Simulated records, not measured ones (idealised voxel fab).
Process module in this document: voxel lift off
Xsec cut, 235 nm wide, square cell size 5 nm.
Cross-section = grid of square cells, listed top down in bands; band = one or more rows.
Band: top and bottom heights (nm) first, top before bottom; then materials from left to right, widths in nm. "full width" marks a sole material filling the band edge to edge. "air" denotes empty space.
Height datum 0, below which the as-received substrate wafer is one material. Lowest band open at the bottom, running downward: "top 0, no bottom".
You'd read "30 to 40" like this: the band's top row of cells is as wide as the first number, its bottom row is as wide as the second, and going down, every row changes width by the same amount as the row before did.
"no modification" -> step changed no cross-section cell.
In the "Unvented voids" entry, you get each enclosed empty space of 8 cells or more, one with no open way to the top, written width x height at distance, distance from the left edge, in nm.
after a step's settings: what the simulator itself notes on the step
Regarding "overlay nm": on a step with a mask, it is the distance the mask lay to the right of its planned place; a negative value places it to the left.

Planned step list for the process
1) RECEIVE [material Si]
2) CONFORMAL_DEP [material SiN] [thk nm 15]
3) PATTERN [tone open] [mask id LINES] [material resist] [width nm 15] [pitch nm 30] [thk nm 20] [overlay nm 0]
4) DIRECTIONAL_DEP [material Ru] [thk nm 10]
5) STRIP [etch materials resist]
6) CONFORMAL_DEP [material SiCN] [thk nm 10]

First out of two wafers; run went to plan

Wafer at receipt (post step 1), cross-section
* top 0, no bottom  Si full width
* Unvented voids: none

Cross-section of the wafer subsequent to step 2
* top 15, bottom 0  SiN full width
* below 0: unchanged

Cross-section of the wafer subsequent to step 3
* top 35, bottom 15  resist: 80; air: 15; resist: 15; air: 15; resist: 15; air: 15; resist: 80
* below 15: unchanged

Cross-section of the wafer subsequent to step 4
* top 45, bottom 35  Ru: 80; air: 15; Ru: 15; air: 15; Ru: 15; air: 15; Ru: 80
* top 35, bottom 25  resist: 80; air: 15; resist: 15; air: 15; resist: 15; air: 15; resist: 80
* top 25, bottom 15  resist: 80; Ru: 15; resist: 15; Ru: 15; resist: 15; Ru: 15; resist: 80
* below 15: unchanged

Cross-section of the wafer subsequent to step 5
* top 25, bottom 15  air: 80; Ru: 15; air: 15; Ru: 15; air: 15; Ru: 15; air: 80
* below 15: unchanged

Cross-section of the wafer subsequent to step 6
* top 35, bottom 25  air: 70; SiCN: 95; air: 70
* top 25, bottom 15  SiCN: 80; Ru: 15; SiCN: 15; Ru: 15; SiCN: 15; Ru: 15; SiCN: 80
* below 15: unchanged

Notes, second wafer: start = first wafer's, plan = first wafer's, execution had one mistake; history identical to first through step 2

Cross-section: second wafer, time at which step 3 was scheduled to end
* top 35, bottom 15  air: 80; resist: 15; air: 15; resist: 15; air: 15; resist: 15; air: 80
* below 15: unchanged

Cross-section: second wafer, time at which step 4 was scheduled to end
* top 45, bottom 35  air: 80; Ru: 15; air: 15; Ru: 15; air: 15; Ru: 15; air: 80
* top 35, bottom 25  air: 80; resist: 15; air: 15; resist: 15; air: 15; resist: 15; air: 80
* top 25, bottom 15  Ru: 80; resist: 15; Ru: 15; resist: 15; Ru: 15; resist: 15; Ru: 80
* below 15: unchanged

Cross-section: second wafer, time at which step 5 was scheduled to end
* top 25, bottom 15  Ru: 80; air: 15; Ru: 15; air: 15; Ru: 15; air: 15; Ru: 80
* below 15: unchanged

Cross-section: second wafer, time at which step 6 was scheduled to end
* top 35, bottom 25  SiCN full width
* top 25, bottom 15  Ru: 80; SiCN: 15; Ru: 15; SiCN: 15; Ru: 15; SiCN: 15; Ru: 80
* below 15: unchanged
The plan and the run diverged here: heads up, step 3 didn't go per plan, it actually ran as PATTERN [tone cover] [mask id LINES] [material resist] [width nm 15] [pitch nm 30] [thk nm 20] [overlay nm 0]
Bottom line after processing is that, in cells, the second wafer is up or down on some materials versus the first: Ru: 58 more | SiCN: 2 fewer
